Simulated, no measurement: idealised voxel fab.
process module | voxel lift off
cross-section cut | 245 nm wide | cells 5 nm
A cross-section is a grid of square cells, given in bands from the top down. A band is one or more rows of cells.
Each band's line starts with the height of the band's top and of its bottom, in nm. Then come its materials from left to right, each with its width in nm. One material with "throughout" fills the band from edge to edge. "air" is empty space.
Height 0 is the level under which the wafer as received is all one material. The lowest band goes on downwards, as in "0 down".
A width such as "30 to 40" changes by the same amount from each row of cells to the next, from the band's top row to its bottom row.
"no change" after a step means that no cell of the cross-section changed.
closed voids: empty space of 8 cells or more with no open way to the top, each as width x height at its distance from the left edge, in nm
after a step's settings: what the simulator itself notes on the step
overlay nm, on a step with a mask: how far to the right of its planned place the mask lay; to the left if negative
plan
1 op RECEIVE | material Si
2 op CONFORMAL_DEP | material SiO2 | thk nm 10
3 op PATTERN | tone open | mask id LINES | material resist | width nm 30 | pitch nm 45 | thk nm 30 | overlay nm 0
4 op DIRECTIONAL_DEP | material Ru | thk nm 15
5 op STRIP | etch materials resist
6 op CONFORMAL_DEP | material SiCN | thk nm 5
first wafer, as planned
as received, after step 1
  0 down: Si throughout
  closed voids: none
after step 2
  10 to 0: SiO2 throughout
  below 0: unchanged
after step 3
  40 to 10: resist 60 | air 30 | resist 15 | air 30 | resist 15 | air 30 | resist 65
  below 10: unchanged
after step 4
  55 to 40: Ru 60 | air 30 | Ru 15 | air 30 | Ru 15 | air 30 | Ru 65
  40 to 25: resist 60 | air 30 | resist 15 | air 30 | resist 15 | air 30 | resist 65
  25 to 10: resist 60 | Ru 30 | resist 15 | Ru 30 | resist 15 | Ru 30 | resist 65
  below 10: unchanged
after step 5
  25 to 10: air 60 | Ru 30 | air 15 | Ru 30 | air 15 | Ru 30 | air 65
  below 10: unchanged
after step 6
  30 to 25: air 55 | SiCN 40 | air 5 | SiCN 40 | air 5 | SiCN 40 | air 60
  25 to 15: air 55 | SiCN 5 | Ru 30 | SiCN 5 | air 5 | SiCN 5 | Ru 30 | SiCN 5 | air 5 | SiCN 5 | Ru 30 | SiCN 5 | air 60
  15 to 10: SiCN 60 | Ru 30 | SiCN 15 | Ru 30 | SiCN 15 | Ru 30 | SiCN 65
  below 10: unchanged
second wafer: like start, like plan, one mistake. Through step 5 it matches the first wafer
when step 6 should have ended
  30 to 15: air 55 | Ru 40 | air 5 | Ru 40 | air 5 | Ru 40 | air 60
  15 to 10: Ru throughout
  below 10: unchanged
what went wrong: step 6 ran as: op CONFORMAL_DEP | material Ru | thk nm 5
at the end the second wafer has, in cells: 67 more of Ru | 67 fewer of SiCN
